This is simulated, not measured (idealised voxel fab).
This is a process module. Its name is voxel double patterning.
Cross-section cut spans 210 nm and uses square cells 5 nm in size.
Format of a cross-section: grid, square cells. Given as bands. Order: top down. Band: one or more rows of cells. Top, bottom (nm), then materials left to right with widths (nm); lone material tagged "full width" fills the whole band edge to edge; "air" = empty space. We count height from 0. Below that, the starting wafer is all one material. The lowest band never ends at the bottom but goes on down; see "0 and below" for how that is written. The notation "30 to 40" denotes a width that varies across the rows of cells in the band, beginning at the first number in the top row, finishing at the second number in the bottom row, and changing by an identical amount from each row to the next. When a step is marked "nothing altered", none of the cells in the cross-section changed during that step. Entry "Fully enclosed voids" = empty spaces >= 8 cells with no open way to the top; each as width x height at distance, distance from left edge, all nm. That trailing text on a step's line, after the settings, is the simulator's own remark on the step. overlay nm: right-of-plan distance of the mask on a masked step; negative values mean left-of-plan. Each pair below shows a cross-section before one step and the cross-section after it, down to the lowest band that changed. The line under each pair gives the step between them, with its settings. The pairs can come from different runs of this module on the same starting wafer, so a pair continues from the pair above only where its "Pre-step profile" says so.
[Pre-step profile]
    0 and below: Si full width
    Fully enclosed voids: none
[Sectional Result]
    10 down to 0: SiO2 full width
    Under the height 0 nothing was changed.
    Fully enclosed voids: none
The transition between the preceding cross-sections is accomplished by CONFORMAL_DEP | material SiO2 | thk nm 10
Pre-step profile: This step starts from the configuration shown after the step in the pair immediately above.
[Sectional Result]
    20 down to 10: polySi full width
    Under the height 10 nothing was changed.
    Fully enclosed voids: none
The transition between the preceding cross-sections is accomplished by DIRECTIONAL_DEP | material polySi | thk nm 10
Pre-step profile: This step starts from the configuration shown after the step in the pair immediately above.
[Sectional Result]
    25 down to 20: SiN full width
    Under the height 20 nothing was changed.
    Fully enclosed voids: none
The transition between the preceding cross-sections is accomplished by DIRECTIONAL_DEP | material SiN | thk nm 5
Pre-step profile: This step starts from the configuration shown after the step in the pair immediately above.
[Sectional Result]
    40 down to 25: resist: 45 / air: 15 / resist: 35 / air: 15 / resist: 35 / air: 15 / resist: 50
    Under the height 25 nothing was changed.
    Fully enclosed voids: none
The transition between the preceding cross-sections is accomplished by PATTERN | tone open | mask id FIRST | material resist | width nm 15 | pitch nm 50 | thk nm 15 | overlay nm 0
Pre-step profile: This step starts from the configuration shown after the step in the pair immediately above.
[Sectional Result]
    40 down to 25: resist: 45 / air: 15 / resist: 35 / air: 15 / resist: 35 / air: 15 / resist: 50
    25 down to 20: SiN: 45 / air: 15 / SiN: 35 / air: 15 / SiN: 35 / air: 15 / SiN: 50
    Under the height 20 nothing was changed.
    Fully enclosed voids: none
The transition between the preceding cross-sections is accomplished by DIRECTIONAL_ETCH | etch materials SiN | depth nm 5
Pre-step profile: This step starts from the configuration shown after the step in the pair immediately above.
[Sectional Result]
    25 down to 20: SiN: 45 / air: 15 / SiN: 35 / air: 15 / SiN: 35 / air: 15 / SiN: 50
    Under the height 20 nothing was changed.
    Fully enclosed voids: none
The transition between the preceding cross-sections is accomplished by STRIP | etch materials resist
Pre-step profile: This step starts from the configuration shown after the step in the pair immediately above.
[Sectional Result]
    35 down to 30: aC: 45 / air: 15 / aC: 35 / air: 15 / aC: 35 / air: 15 / aC: 50
    30 down to 25: aC full width
    25 down to 20: SiN: 45 / aC: 15 / SiN: 35 / aC: 15 / SiN: 35 / aC: 15 / SiN: 50
    Under the height 20 nothing was changed.
    Fully enclosed voids: none
The transition between the preceding cross-sections is accomplished by DIRECTIONAL_DEP | material aC | thk nm 10
Pre-step profile: This step starts from the configuration shown after the step in the pair immediately above.
[Sectional Result]
    60 down to 35: resist: 70 / air: 15 / resist: 35 / air: 15 / resist: 75
    35 down to 30: aC: 45 / resist: 15 / aC: 35 / resist: 15 / aC: 35 / resist: 15 / aC: 50
    Under the height 30 nothing was changed.
    Fully enclosed voids: none
The transition between the preceding cross-sections is accomplished by PATTERN | tone open | mask id SECOND | material resist | width nm 15 | pitch nm 50 | thk nm 25 | overlay nm 0
Pre-step profile: This step starts from the configuration shown after the step in the pair immediately above.
[Sectional Result]
    50 down to 35: resist: 70 / air: 15 / resist: 35 / air: 15 / resist: 75
    35 down to 30: aC: 45 / resist: 15 / aC: 10 / air: 15 / aC: 10 / resist: 15 / aC: 10 / air: 15 / aC: 10 / resist: 15 / aC: 50
    30 down to 25: aC: 70 / air: 15 / aC: 35 / air: 15 / aC: 75
    Under the height 25 nothing was changed.
    Fully enclosed voids: none
The transition between the preceding cross-sections is accomplished by DIRECTIONAL_ETCH | etch materials aC | depth nm 10
Pre-step profile: This step starts from the configuration shown after the step in the pair immediately above.
[Sectional Result]
    35 down to 30: aC: 45 / air: 15 / aC: 10 / air: 15 / aC: 10 / air: 15 / aC: 10 / air: 15 / aC: 10 / air: 15 / aC: 50
    Under the height 30 nothing was changed.
    Fully enclosed voids: none
The transition between the preceding cross-sections is accomplished by STRIP | etch materials resist
Pre-step profile: This step starts from the configuration shown after the step in the pair immediately above.
[Sectional Result]
    35 down to 30: aC: 45 / air: 15 / aC: 10 / air: 15 / aC: 10 / air: 15 / aC: 10 / air: 15 / aC: 10 / air: 15 / aC: 50
    30 down to 25: aC: 70 / air: 15 / aC: 35 / air: 15 / aC: 75
    25 down to 20: SiN: 45 / aC: 15 / SiN: 10 / air: 15 / SiN: 10 / aC: 15 / SiN: 10 / air: 15 / SiN: 10 / aC: 15 / SiN: 50
    Under the height 20 nothing was changed.
    Fully enclosed voids: none
The transition between the preceding cross-sections is accomplished by DIRECTIONAL_ETCH | etch materials SiN | depth nm 5
Pre-step profile: This step starts from the configuration shown after the step in the pair immediately above.
[Sectional Result]
    25 down to 20: SiN: 45 / air: 15 / SiN: 10 / air: 15 / SiN: 10 / air: 15 / SiN: 10 / air: 15 / SiN: 10 / air: 15 / SiN: 50
    Under the height 20 nothing was changed.
    Fully enclosed voids: none
The transition between the preceding cross-sections is accomplished by STRIP | etch materials aC
Pre-step profile: This step starts from the configuration shown after the step in the pair immediately above.
[Sectional Result]
    25 down to 20: SiN: 45 / air: 15 / SiN: 10 / air: 15 / SiN: 10 / air: 15 / SiN: 10 / air: 15 / SiN: 10 / air: 15 / SiN: 50
    20 down to 10: polySi: 45 / air: 15 / polySi: 10 / air: 15 / polySi: 10 / air: 15 / polySi: 10 / air: 15 / polySi: 10 / air: 15 / polySi: 50
    Under the height 10 nothing was changed.
    Fully enclosed voids: none
The transition between the preceding cross-sections is accomplished by DIRECTIONAL_ETCH | etch materials polySi | depth nm 10
Pre-step profile: This step starts from the configuration shown after the step in the pair immediately above.
[Sectional Result]
    20 down to 10: polySi: 45 / air: 15 / polySi: 10 / air: 15 / polySi: 10 / air: 15 / polySi: 10 / air: 15 / polySi: 10 / air: 15 / polySi: 50
    Under the height 10 nothing was changed.
    Fully enclosed voids: none
The transition between the preceding cross-sections is accomplished by STRIP | etch materials SiN
[Pre-step profile]
    0 and below: Si full width
    Fully enclosed voids: none
[Sectional Result]
    10 down to 0: polySi full width
    Under the height 0 nothing was changed.
    Fully enclosed voids: none
The transition between the preceding cross-sections is accomplished by DIRECTIONAL_DEP | material polySi | thk nm 10
Pre-step profile: This step starts from the configuration shown after the step in the pair immediately above.
[Sectional Result]
    15 down to 10: SiN full width
    Under the height 10 nothing was changed.
    Fully enclosed voids: none
The transition between the preceding cross-sections is accomplished by DIRECTIONAL_DEP | material SiN | thk nm 5
Pre-step profile: This step starts from the configuration shown after the step in the pair immediately above.
[Sectional Result]
    30 down to 15: resist: 45 / air: 15 / resist: 35 / air: 15 / resist: 35 / air: 15 / resist: 50
    Under the height 15 nothing was changed.
    Fully enclosed voids: none
The transition between the preceding cross-sections is accomplished by PATTERN | tone open | mask id FIRST | material resist | width nm 15 | pitch nm 50 | thk nm 15 | overlay nm 0
Pre-step profile: This step starts from the configuration shown after the step in the pair immediately above.
[Sectional Result]
    30 down to 15: resist: 45 / air: 15 / resist: 35 / air: 15 / resist: 35 / air: 15 / resist: 50
    15 down to 10: SiN: 45 / air: 15 / SiN: 35 / air: 15 / SiN: 35 / air: 15 / SiN: 50
    Under the height 10 nothing was changed.
    Fully enclosed voids: none
The transition between the preceding cross-sections is accomplished by DIRECTIONAL_ETCH | etch materials SiN | depth nm 5
Pre-step profile: This step starts from the configuration shown after the step in the pair immediately above.
[Sectional Result]
    15 down to 10: SiN: 45 / air: 15 / SiN: 35 / air: 15 / SiN: 35 / air: 15 / SiN: 50
    Under the height 10 nothing was changed.
    Fully enclosed voids: none
The transition between the preceding cross-sections is accomplished by STRIP | etch materials resist
Pre-step profile: This step starts from the configuration shown after the step in the pair immediately above.
[Sectional Result]
    25 down to 20: aC: 45 / air: 15 / aC: 35 / air: 15 / aC: 35 / air: 15 / aC: 50
    20 down to 15: aC full width
    15 down to 10: SiN: 45 / aC: 15 / SiN: 35 / aC: 15 / SiN: 35 / aC: 15 / SiN: 50
    Under the height 10 nothing was changed.
    Fully enclosed voids: none
The transition between the preceding cross-sections is accomplished by DIRECTIONAL_DEP | material aC | thk nm 10
Pre-step profile: This step starts from the configuration shown after the step in the pair immediately above.
[Sectional Result]
    50 down to 25: resist: 70 / air: 15 / resist: 35 / air: 15 / resist: 75
    25 down to 20: aC: 45 / resist: 15 / aC: 35 / resist: 15 / aC: 35 / resist: 15 / aC: 50
    Under the height 20 nothing was changed.
    Fully enclosed voids: none
The transition between the preceding cross-sections is accomplished by PATTERN | tone open | mask id SECOND | material resist | width nm 15 | pitch nm 50 | thk nm 25 | overlay nm 0
Pre-step profile: This step starts from the configuration shown after the step in the pair immediately above.
[Sectional Result]
    40 down to 25: resist: 70 / air: 15 / resist: 35 / air: 15 / resist: 75
    25 down to 20: aC: 45 / resist: 15 / aC: 10 / air: 15 / aC: 10 / resist: 15 / aC: 10 / air: 15 / aC: 10 / resist: 15 / aC: 50
    20 down to 15: aC: 70 / air: 15 / aC: 35 / air: 15 / aC: 75
    Under the height 15 nothing was changed.
    Fully enclosed voids: none
The transition between the preceding cross-sections is accomplished by DIRECTIONAL_ETCH | etch materials aC | depth nm 10
Pre-step profile: This step starts from the configuration shown after the step in the pair immediately above.
[Sectional Result]
    25 down to 20: aC: 45 / air: 15 / aC: 10 / air: 15 / aC: 10 / air: 15 / aC: 10 / air: 15 / aC: 10 / air: 15 / aC: 50
    Under the height 20 nothing was changed.
    Fully enclosed voids: none
The transition between the preceding cross-sections is accomplished by STRIP | etch materials resist
Pre-step profile: This step starts from the configuration shown after the step in the pair immediately above.
[Sectional Result]
    25 down to 20: aC: 45 / air: 15 / aC: 10 / air: 15 / aC: 10 / air: 15 / aC: 10 / air: 15 / aC: 10 / air: 15 / aC: 50
    20 down to 15: aC: 70 / air: 15 / aC: 35 / air: 15 / aC: 75
    15 down to 10: SiN: 45 / aC: 15 / SiN: 10 / air: 15 / SiN: 10 / aC: 15 / SiN: 10 / air: 15 / SiN: 10 / aC: 15 / SiN: 50
    Under the height 10 nothing was changed.
    Fully enclosed voids: none
The transition between the preceding cross-sections is accomplished by DIRECTIONAL_ETCH | etch materials SiN | depth nm 5
Pre-step profile: This step starts from the configuration shown after the step in the pair immediately above.
[Sectional Result]
    15 down to 10: SiN: 45 / air: 15 / SiN: 10 / air: 15 / SiN: 10 / air: 15 / SiN: 10 / air: 15 / SiN: 10 / air: 15 / SiN: 50
    Under the height 10 nothing was changed.
    Fully enclosed voids: none
The transition between the preceding cross-sections is accomplished by STRIP | etch materials aC
Pre-step profile: This step starts from the configuration shown after the step in the pair immediately above.
[Sectional Result]
    15 down to 10: SiN: 45 / air: 15 / SiN: 10 / air: 15 / SiN: 10 / air: 15 / SiN: 10 / air: 15 / SiN: 10 / air: 15 / SiN: 50
    10 down to 0: polySi: 45 / air: 15 / polySi: 10 / air: 15 / polySi: 10 / air: 15 / polySi: 10 / air: 15 / polySi: 10 / air: 15 / polySi: 50
    Under the height 0 nothing was changed.
    Fully enclosed voids: none
The transition between the preceding cross-sections is accomplished by DIRECTIONAL_ETCH | etch materials polySi | depth nm 10
Pre-step profile: This step starts from the configuration shown after the step in the pair immediately above.
[Sectional Result]
    10 down to 0: polySi: 45 / air: 15 / polySi: 10 / air: 15 / polySi: 10 / air: 15 / polySi: 10 / air: 15 / polySi: 10 / air: 15 / polySi: 50
    Under the height 0 nothing was changed.
    Fully enclosed voids: none
The transition between the preceding cross-sections is accomplished by STRIP | etch materials SiN
[Pre-step profile]
    10 down to 0: polySi full width
    0 and below: Si full width
    Fully enclosed voids: none
[Sectional Result]
    20 down to 10: SiO2 full width
    Under the height 10 nothing was changed.
    Fully enclosed voids: none
The transition between the preceding cross-sections is accomplished by CONFORMAL_DEP | material SiO2 | thk nm 10
Pre-step profile: This step starts from the configuration shown after the step in the pair immediately above.
[Sectional Result]
    25 down to 20: SiN full width
    Under the height 20 nothing was changed.
    Fully enclosed voids: none
The transition between the preceding cross-sections is accomplished by DIRECTIONAL_DEP | material SiN | thk nm 5
Pre-step profile: This step starts from the configuration shown after the step in the pair immediately above.
[Sectional Result]
    40 down to 25: resist: 45 / air: 15 / resist: 35 / air: 15 / resist: 35 / air: 15 / resist: 50
    Under the height 25 nothing was changed.
    Fully enclosed voids: none
The transition between the preceding cross-sections is accomplished by PATTERN | tone open | mask id FIRST | material resist | width nm 15 | pitch nm 50 | thk nm 15 | overlay nm 0
Pre-step profile: This step starts from the configuration shown after the step in the pair immediately above.
[Sectional Result]
    40 down to 25: resist: 45 / air: 15 / resist: 35 / air: 15 / resist: 35 / air: 15 / resist: 50
    25 down to 20: SiN: 45 / air: 15 / SiN: 35 / air: 15 / SiN: 35 / air: 15 / SiN: 50
    Under the height 20 nothing was changed.
    Fully enclosed voids: none
The transition between the preceding cross-sections is accomplished by DIRECTIONAL_ETCH | etch materials SiN | depth nm 5
Pre-step profile: This step starts from the configuration shown after the step in the pair immediately above.
[Sectional Result]
    25 down to 20: SiN: 45 / air: 15 / SiN: 35 / air: 15 / SiN: 35 / air: 15 / SiN: 50
    Under the height 20 nothing was changed.
    Fully enclosed voids: none
The transition between the preceding cross-sections is accomplished by STRIP | etch materials resist
Pre-step profile: This step starts from the configuration shown after the step in the pair immediately above.
[Sectional Result]
    35 down to 30: aC: 45 / air: 15 / aC: 35 / air: 15 / aC: 35 / air: 15 / aC: 50
    30 down to 25: aC full width
    25 down to 20: SiN: 45 / aC: 15 / SiN: 35 / aC: 15 / SiN: 35 / aC: 15 / SiN: 50
    Under the height 20 nothing was changed.
    Fully enclosed voids: none
The transition between the preceding cross-sections is accomplished by DIRECTIONAL_DEP | material aC | thk nm 10
Pre-step profile: This step starts from the configuration shown after the step in the pair immediately above.
[Sectional Result]
    60 down to 35: resist: 70 / air: 15 / resist: 35 / air: 15 / resist: 75
    35 down to 30: aC: 45 / resist: 15 / aC: 35 / resist: 15 / aC: 35 / resist: 15 / aC: 50
    Under the height 30 nothing was changed.
    Fully enclosed voids: none
The transition between the preceding cross-sections is accomplished by PATTERN | tone open | mask id SECOND | material resist | width nm 15 | pitch nm 50 | thk nm 25 | overlay nm 0
Pre-step profile: This step starts from the configuration shown after the step in the pair immediately above.
[Sectional Result]
    50 down to 35: resist: 70 / air: 15 / resist: 35 / air: 15 / resist: 75
    35 down to 30: aC: 45 / resist: 15 / aC: 10 / air: 15 / aC: 10 / resist: 15 / aC: 10 / air: 15 / aC: 10 / resist: 15 / aC: 50
    30 down to 25: aC: 70 / air: 15 / aC: 35 / air: 15 / aC: 75
    Under the height 25 nothing was changed.
    Fully enclosed voids: none
The transition between the preceding cross-sections is accomplished by DIRECTIONAL_ETCH | etch materials aC | depth nm 10
Pre-step profile: This step starts from the configuration shown after the step in the pair immediately above.
[Sectional Result]
    35 down to 30: aC: 45 / air: 15 / aC: 10 / air: 15 / aC: 10 / air: 15 / aC: 10 / air: 15 / aC: 10 / air: 15 / aC: 50
    Under the height 30 nothing was changed.
    Fully enclosed voids: none
The transition between the preceding cross-sections is accomplished by STRIP | etch materials resist
Pre-step profile: This step starts from the configuration shown after the step in the pair immediately above.
[Sectional Result]
    35 down to 30: aC: 45 / air: 15 / aC: 10 / air: 15 / aC: 10 / air: 15 / aC: 10 / air: 15 / aC: 10 / air: 15 / aC: 50
    30 down to 25: aC: 70 / air: 15 / aC: 35 / air: 15 / aC: 75
    25 down to 20: SiN: 45 / aC: 15 / SiN: 10 / air: 15 / SiN: 10 / aC: 15 / SiN: 10 / air: 15 / SiN: 10 / aC: 15 / SiN: 50
    Under the height 20 nothing was changed.
    Fully enclosed voids: none
The transition between the preceding cross-sections is accomplished by DIRECTIONAL_ETCH | etch materials SiN | depth nm 5
Pre-step profile: This step starts from the configuration shown after the step in the pair immediately above.
[Sectional Result]
    25 down to 20: SiN: 45 / air: 15 / SiN: 10 / air: 15 / SiN: 10 / air: 15 / SiN: 10 / air: 15 / SiN: 10 / air: 15 / SiN: 50
    Under the height 20 nothing was changed.
    Fully enclosed voids: none
The transition between the preceding cross-sections is accomplished by STRIP | etch materials aC
Pre-step profile: This step starts from the configuration shown after the step in the pair immediately above.
[Sectional Result]
    20 down to 10: SiO2 full width
    Under the height 10 nothing was changed.
    Fully enclosed voids: none
The transition between the preceding cross-sections is accomplished by STRIP | etch materials SiN
[Pre-step profile]
    25 down to 20: SiN: 45 / air: 15 / SiN: 10 / air: 15 / SiN: 10 / air: 15 / SiN: 10 / air: 15 / SiN: 10 / air: 15 / SiN: 50
    20 down to 10: polySi full width
    10 down to 0: SiO2 full width
    0 and below: Si full width
    Fully enclosed voids: none
[Sectional Result]
    25 down to 20: SiN: 45 / air: 15 / SiN: 10 / air: 15 / SiN: 10 / air: 15 / SiN: 10 / air: 15 / SiN: 10 / air: 15 / SiN: 50
    20 down to 15: polySi: 45 / air: 15 / polySi: 10 / air: 15 / polySi: 10 / air: 15 / polySi: 10 / air: 15 / polySi: 10 / air: 15 / polySi: 50
    Under the height 15 nothing was changed.
    Fully enclosed voids: none
The transition between the preceding cross-sections is accomplished by DIRECTIONAL_ETCH | etch materials polySi | depth nm 5
Pre-step profile: This step starts from the configuration shown after the step in the pair immediately above.
[Sectional Result]
    20 down to 15: polySi: 45 / air: 15 / polySi: 10 / air: 15 / polySi: 10 / air: 15 / polySi: 10 / air: 15 / polySi: 10 / air: 15 / polySi: 50
    Under the height 15 nothing was changed.
    Fully enclosed voids: none
The transition between the preceding cross-sections is accomplished by STRIP | etch materials SiN
[Pre-step profile]
    35 down to 30: aC: 45 / air: 15 / aC: 35 / air: 15 / aC: 35 / air: 15 / aC: 50
    30 down to 25: aC full width
    25 down to 20: SiN: 45 / aC: 15 / SiN: 35 / aC: 15 / SiN: 35 / aC: 15 / SiN: 50
    20 down to 10: polySi full width
    10 down to 0: SiO2 full width
    0 and below: Si full width
    Fully enclosed voids: none
[Sectional Result]
    60 down to 35: resist: 65 / air: 25 / resist: 25 / air: 25 / resist: 70
    35 down to 30: aC: 45 / resist: 15 / aC: 35 / resist: 15 / aC: 35 / resist: 15 / aC: 50
    Under the height 30 nothing was changed.
    Fully enclosed voids: none
The transition between the preceding cross-sections is accomplished by PATTERN | tone open | mask id SECOND | material resist | width nm 25 | pitch nm 50 | thk nm 25 | overlay nm 0
Pre-step profile: This step starts from the configuration shown after the step in the pair immediately above.
[Sectional Result]
    50 down to 35: resist: 65 / air: 25 / resist: 25 / air: 25 / resist: 70
    35 down to 30: aC: 45 / resist: 15 / aC: 5 / air: 25 / aC: 5 / resist: 15 / aC: 5 / air: 25 / aC: 5 / resist: 15 / aC: 50
    30 down to 25: aC: 65 / air: 25 / aC: 25 / air: 25 / aC: 70
    Under the height 25 nothing was changed.
    Fully enclosed voids: none
The transition between the preceding cross-sections is accomplished by DIRECTIONAL_ETCH | etch materials aC | depth nm 10
Pre-step profile: This step starts from the configuration shown after the step in the pair immediately above.
[Sectional Result]
    35 down to 30: aC: 45 / air: 15 / aC: 5 / air: 25 / aC: 5 / air: 15 / aC: 5 / air: 25 / aC: 5 / air: 15 / aC: 50
    Under the height 30 nothing was changed.
    Fully enclosed voids: none
The transition between the preceding cross-sections is accomplished by STRIP | etch materials resist
Pre-step profile: This step starts from the configuration shown after the step in the pair immediately above.
[Sectional Result]
    35 down to 30: aC: 45 / air: 15 / aC: 5 / air: 25 / aC: 5 / air: 15 / aC: 5 / air: 25 / aC: 5 / air: 15 / aC: 50
    30 down to 25: aC: 65 / air: 25 / aC: 25 / air: 25 / aC: 70
    25 down to 20: SiN: 45 / aC: 15 / SiN: 5 / air: 25 / SiN: 5 / aC: 15 / SiN: 5 / air: 25 / SiN: 5 / aC: 15 / SiN: 50
    Under the height 20 nothing was changed.
    Fully enclosed voids: none
The transition between the preceding cross-sections is accomplished by DIRECTIONAL_ETCH | etch materials SiN | depth nm 5
Pre-step profile: This step starts from the configuration shown after the step in the pair immediately above.
[Sectional Result]
    25 down to 20: SiN: 45 / air: 15 / SiN: 5 / air: 25 / SiN: 5 / air: 15 / SiN: 5 / air: 25 / SiN: 5 / air: 15 / SiN: 50
    Under the height 20 nothing was changed.
    Fully enclosed voids: none
The transition between the preceding cross-sections is accomplished by STRIP | etch materials aC
Pre-step profile: This step starts from the configuration shown after the step in the pair immediately above.
[Sectional Result]
    25 down to 20: SiN: 45 / air: 15 / SiN: 5 / air: 25 / SiN: 5 / air: 15 / SiN: 5 / air: 25 / SiN: 5 / air: 15 / SiN: 50
    20 down to 10: polySi: 45 / air: 15 / polySi: 5 / air: 25 / polySi: 5 / air: 15 / polySi: 5 / air: 25 / polySi: 5 / air: 15 / polySi: 50
    Under the height 10 nothing was changed.
    Fully enclosed voids: none
The transition between the preceding cross-sections is accomplished by DIRECTIONAL_ETCH | etch materials polySi | depth nm 10
Pre-step profile: This step starts from the configuration shown after the step in the pair immediately above.
[Sectional Result]
    20 down to 10: polySi: 45 / air: 15 / polySi: 5 / air: 25 / polySi: 5 / air: 15 / polySi: 5 / air: 25 / polySi: 5 / air: 15 / polySi: 50
    Under the height 10 nothing was changed.
    Fully enclosed voids: none
The transition between the preceding cross-sections is accomplished by STRIP | etch materials SiN
[Pre-step profile]
    35 down to 30: aC: 45 / air: 15 / aC: 35 / air: 15 / aC: 35 / air: 15 / aC: 50
    30 down to 25: aC full width
    25 down to 20: SiN: 45 / aC: 15 / SiN: 35 / aC: 15 / SiN: 35 / aC: 15 / SiN: 50
    20 down to 10: polySi full width
    10 down to 0: SiO2 full width
    0 and below: Si full width
    Fully enclosed voids: none
[Sectional Result]
    60 down to 35: resist: 60 / air: 15 / resist: 35 / air: 15 / resist: 85
    35 down to 30: aC: 45 / resist: 15 / aC: 35 / resist: 15 / aC: 35 / resist: 15 / aC: 50
    Under the height 30 nothing was changed.
    Fully enclosed voids: none
The transition between the preceding cross-sections is accomplished by PATTERN | tone open | mask id SECOND | material resist | width nm 15 | pitch nm 50 | thk nm 25 | overlay nm -10
Pre-step profile: This step starts from the configuration shown after the step in the pair immediately above.
[Sectional Result]
    50 down to 35: resist: 60 / air: 15 / resist: 35 / air: 15 / resist: 85
    35 down to 30: aC: 45 / resist: 15 / air: 15 / aC: 20 / resist: 15 / air: 15 / aC: 20 / resist: 15 / aC: 50
    30 down to 25: aC: 60 / air: 15 / aC: 35 / air: 15 / aC: 85
    Under the height 25 nothing was changed.
    Fully enclosed voids: none
The transition between the preceding cross-sections is accomplished by DIRECTIONAL_ETCH | etch materials aC | depth nm 10
Pre-step profile: This step starts from the configuration shown after the step in the pair immediately above.
[Sectional Result]
    35 down to 30: aC: 45 / air: 30 / aC: 20 / air: 30 / aC: 20 / air: 15 / aC: 50
    Under the height 30 nothing was changed.
    Fully enclosed voids: none
The transition between the preceding cross-sections is accomplished by STRIP | etch materials resist
Pre-step profile: This step starts from the configuration shown after the step in the pair immediately above.
[Sectional Result]
    35 down to 30: aC: 45 / air: 30 / aC: 20 / air: 30 / aC: 20 / air: 15 / aC: 50
    30 down to 25: aC: 60 / air: 15 / aC: 35 / air: 15 / aC: 85
    25 down to 20: SiN: 45 / aC: 15 / air: 15 / SiN: 20 / aC: 15 / air: 15 / SiN: 20 / aC: 15 / SiN: 50
    Under the height 20 nothing was changed.
    Fully enclosed voids: none
The transition between the preceding cross-sections is accomplished by DIRECTIONAL_ETCH | etch materials SiN | depth nm 5
Pre-step profile: This step starts from the configuration shown after the step in the pair immediately above.
[Sectional Result]
    25 down to 20: SiN: 45 / air: 30 / SiN: 20 / air: 30 / SiN: 20 / air: 15 / SiN: 50
    Under the height 20 nothing was changed.
    Fully enclosed voids: none
The transition between the preceding cross-sections is accomplished by STRIP | etch materials aC
Pre-step profile: This step starts from the configuration shown after the step in the pair immediately above.
[Sectional Result]
    25 down to 20: SiN: 45 / air: 30 / SiN: 20 / air: 30 / SiN: 20 / air: 15 / SiN: 50
    20 down to 10: polySi: 45 / air: 30 / polySi: 20 / air: 30 / polySi: 20 / air: 15 / polySi: 50
    Under the height 10 nothing was changed.
    Fully enclosed voids: none
The transition between the preceding cross-sections is accomplished by DIRECTIONAL_ETCH | etch materials polySi | depth nm 10
Pre-step profile: This step starts from the configuration shown after the step in the pair immediately above.
[Sectional Result]
    20 down to 10: polySi: 45 / air: 30 / polySi: 20 / air: 30 / polySi: 20 / air: 15 / polySi: 50
    Under the height 10 nothing was changed.
    Fully enclosed voids: none
The transition between the preceding cross-sections is accomplished by STRIP | etch materials SiN
[Pre-step profile]
    20 down to 10: polySi full width
    10 down to 0: SiO2 full width
    0 and below: Si full width
    Fully enclosed voids: none
[Sectional Result]
    25 down to 20: SiO2 full width
    Under the height 20 nothing was changed.
    Fully enclosed voids: none
The transition between the preceding cross-sections is accomplished by DIRECTIONAL_DEP | material SiO2 | thk nm 5
Pre-step profile: This step starts from the configuration shown after the step in the pair immediately above.
[Sectional Result]
    40 down to 25: resist: 45 / air: 15 / resist: 35 / air: 15 / resist: 35 / air: 15 / resist: 50
    Under the height 25 nothing was changed.
    Fully enclosed voids: none
The transition between the preceding cross-sections is accomplished by PATTERN | tone open | mask id FIRST | material resist | width nm 15 | pitch nm 50 | thk nm 15 | overlay nm 0
Pre-step profile: This step starts from the configuration shown after the step in the pair immediately above.
[Sectional Result]
    25 down to 20: SiO2 full width
    Under the height 20 nothing was changed.
    Fully enclosed voids: none
The transition between the preceding cross-sections is accomplished by STRIP | etch materials resist
Pre-step profile: This step starts from the configuration shown after the step in the pair immediately above.
[Sectional Result]
    35 down to 25: aC full width
    Under the height 25 nothing was changed.
    Fully enclosed voids: none
The transition between the preceding cross-sections is accomplished by DIRECTIONAL_DEP | material aC | thk nm 10
Pre-step profile: This step starts from the configuration shown after the step in the pair immediately above.
[Sectional Result]
    60 down to 35: resist: 70 / air: 15 / resist: 35 / air: 15 / resist: 75
    Under the height 35 nothing was changed.
    Fully enclosed voids: none
The transition between the preceding cross-sections is accomplished by PATTERN | tone open | mask id SECOND | material resist | width nm 15 | pitch nm 50 | thk nm 25 | overlay nm 0
Pre-step profile: This step starts from the configuration shown after the step in the pair immediately above.
[Sectional Result]
    50 down to 35: resist: 70 / air: 15 / resist: 35 / air: 15 / resist: 75
    35 down to 25: aC: 70 / air: 15 / aC: 35 / air: 15 / aC: 75
    Under the height 25 nothing was changed.
    Fully enclosed voids: none
The transition between the preceding cross-sections is accomplished by DIRECTIONAL_ETCH | etch materials aC | depth nm 10
Pre-step profile: This step starts from the configuration shown after the step in the pair immediately above.
[Sectional Result]
    35 down to 25: aC: 70 / air: 15 / aC: 35 / air: 15 / aC: 75
    Under the height 25 nothing was changed.
    Fully enclosed voids: none
The transition between the preceding cross-sections is accomplished by STRIP | etch materials resist
Pre-step profile: This step starts from the configuration shown after the step in the pair immediately above.
[Sectional Result]
    25 down to 20: SiO2 full width
    Under the height 20 nothing was changed.
    Fully enclosed voids: none
The transition between the preceding cross-sections is accomplished by STRIP | etch materials aC
[Pre-step profile]
    35 down to 30: aC: 45 / air: 15 / aC: 35 / air: 15 / aC: 35 / air: 15 / aC: 50
    30 down to 25: aC full width
    25 down to 20: SiN: 45 / aC: 15 / SiN: 35 / aC: 15 / SiN: 35 / aC: 15 / SiN: 50
    20 down to 10: polySi full width
    10 down to 0: SiO2 full width
    0 and below: Si full width
    Fully enclosed voids: none
[Sectional Result]
    60 down to 35: air: 70 / resist: 15 / air: 35 / resist: 15 / air: 75
    Under the height 35 nothing was changed.
    Fully enclosed voids: none
The transition between the preceding cross-sections is accomplished by PATTERN | tone cover | mask id SECOND | material resist | width nm 15 | pitch nm 50 | thk nm 25 | overlay nm 0
Pre-step profile: This step starts from the configuration shown after the step in the pair immediately above.
[Sectional Result]
    50 down to 35: air: 70 / resist: 15 / air: 35 / resist: 15 / air: 75
    35 down to 25: air: 70 / aC: 15 / air: 35 / aC: 15 / air: 75
    25 down to 20: SiN: 45 / air: 15 / SiN: 35 / air: 15 / SiN: 35 / air: 15 / SiN: 50
    Under the height 20 nothing was changed.
    Fully enclosed voids: none
The transition between the preceding cross-sections is accomplished by DIRECTIONAL_ETCH | etch materials aC | depth nm 10
Pre-step profile: This step starts from the configuration shown after the step in the pair immediately above.
[Sectional Result]
    35 down to 25: air: 70 / aC: 15 / air: 35 / aC: 15 / air: 75
    Under the height 25 nothing was changed.
    Fully enclosed voids: none
The transition between the preceding cross-sections is accomplished by STRIP | etch materials resist
Pre-step profile: This step starts from the configuration shown after the step in the pair immediately above.
[Sectional Result]
    35 down to 25: air: 70 / aC: 15 / air: 35 / aC: 15 / air: 75
    25 down to 20: air: 70 / SiN: 15 / air: 35 / SiN: 15 / air: 75
    Under the height 20 nothing was changed.
    Fully enclosed voids: none
The transition between the preceding cross-sections is accomplished by DIRECTIONAL_ETCH | etch materials SiN | depth nm 5
Pre-step profile: This step starts from the configuration shown after the step in the pair immediately above.
[Sectional Result]
    25 down to 20: air: 70 / SiN: 15 / air: 35 / SiN: 15 / air: 75
    Under the height 20 nothing was changed.
    Fully enclosed voids: none
The transition between the preceding cross-sections is accomplished by STRIP | etch materials aC
Pre-step profile: This step starts from the configuration shown after the step in the pair immediately above.
[Sectional Result]
    25 down to 20: air: 70 / SiN: 15 / air: 35 / SiN: 15 / air: 75
    20 down to 10: air: 70 / polySi: 15 / air: 35 / polySi: 15 / air: 75
    Under the height 10 nothing was changed.
    Fully enclosed voids: none
The transition between the preceding cross-sections is accomplished by DIRECTIONAL_ETCH | etch materials polySi | depth nm 10
